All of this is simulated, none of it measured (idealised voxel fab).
process module | voxel self aligned contacts
cross-section cut | 230 nm wide | cells 5 nm
A cross-section is a grid of square cells, given in bands from the top down. A band is one or more rows of cells.
Each band's line starts with the height of the band's top and of its bottom, in nm. Then come its materials from left to right, each with its width in nm. One material with "throughout" fills the band from edge to edge. "air" is empty space.
Height 0 is the level under which the wafer as received is all one material. The lowest band goes on downwards, as in "0 down".
A width such as "30 to 40" changes by the same amount from each row of cells to the next, from the band's top row to its bottom row.
"no change" after a step means that no cell of the cross-section changed.
closed voids: empty space of 8 cells or more with no open way to the top, each as width x height at its distance from the left edge, in nm
after a step's settings: what the simulator itself notes on the step
overlay nm, on a step with a mask: how far to the right of its planned place the mask lay; to the left if negative
plan
1 op RECEIVE | material Si
2 op OXIDIZE | depth nm 5
3 op DIRECTIONAL_DEP | material polySi | thk nm 30
4 op DIRECTIONAL_DEP | material SiN | thk nm 25
5 op MASKED_ETCH | tone cover | mask id GATE | width nm 35 | pitch nm 80 | etch materials SiN | depth nm 25 | overlay nm 0
6 op MASKED_ETCH | tone cover | mask id GATE | width nm 35 | pitch nm 80 | etch materials polySi | depth nm 30 | overlay nm 0
7 op CONFORMAL_DEP | material SiN | thk nm 10
8 op DIRECTIONAL_ETCH | etch materials SiN | depth nm 10
9 op FILL_DEP | material SiO2 | thk nm 15
10 op CMP | height nm 65
11 op PATTERN | tone open | mask id CONTACT | material resist | width nm 65 | pitch nm 80 | thk nm 15 | overlay nm 0
12 op DIRECTIONAL_ETCH | etch materials SiO2 | depth nm 70
13 op STRIP | etch materials resist
14 op CONFORMAL_DEP | material TiN | thk nm 5
15 op FILL_DEP | material Ru | thk nm 5
16 op CMP | height nm 65
17 op CONFORMAL_DEP | material SiCN | thk nm 5
as received, after step 1
  0 down: Si throughout
  closed voids: none
a wafer at the end: this start, this plan, one mistake
  70 to 65: SiCN throughout
  65 to 55: Ru throughout
  55 to 30: Ru 5 | SiN 55 | Ru 25 | SiN 55 | Ru 25 | SiN 55 | Ru 10
  30 to 0: Ru 5 | SiN 10 | polySi 35 | SiN 10 | Ru 25 | SiN 10 | polySi 35 | SiN 10 | Ru 25 | SiN 10 | polySi 35 | SiN 10 | Ru 10
  0 to -5: SiO2 throughout
  -5 down: Si throughout
  closed voids: none
what went wrong: step 9 ran as: op FILL_DEP | material Ru | thk nm 15
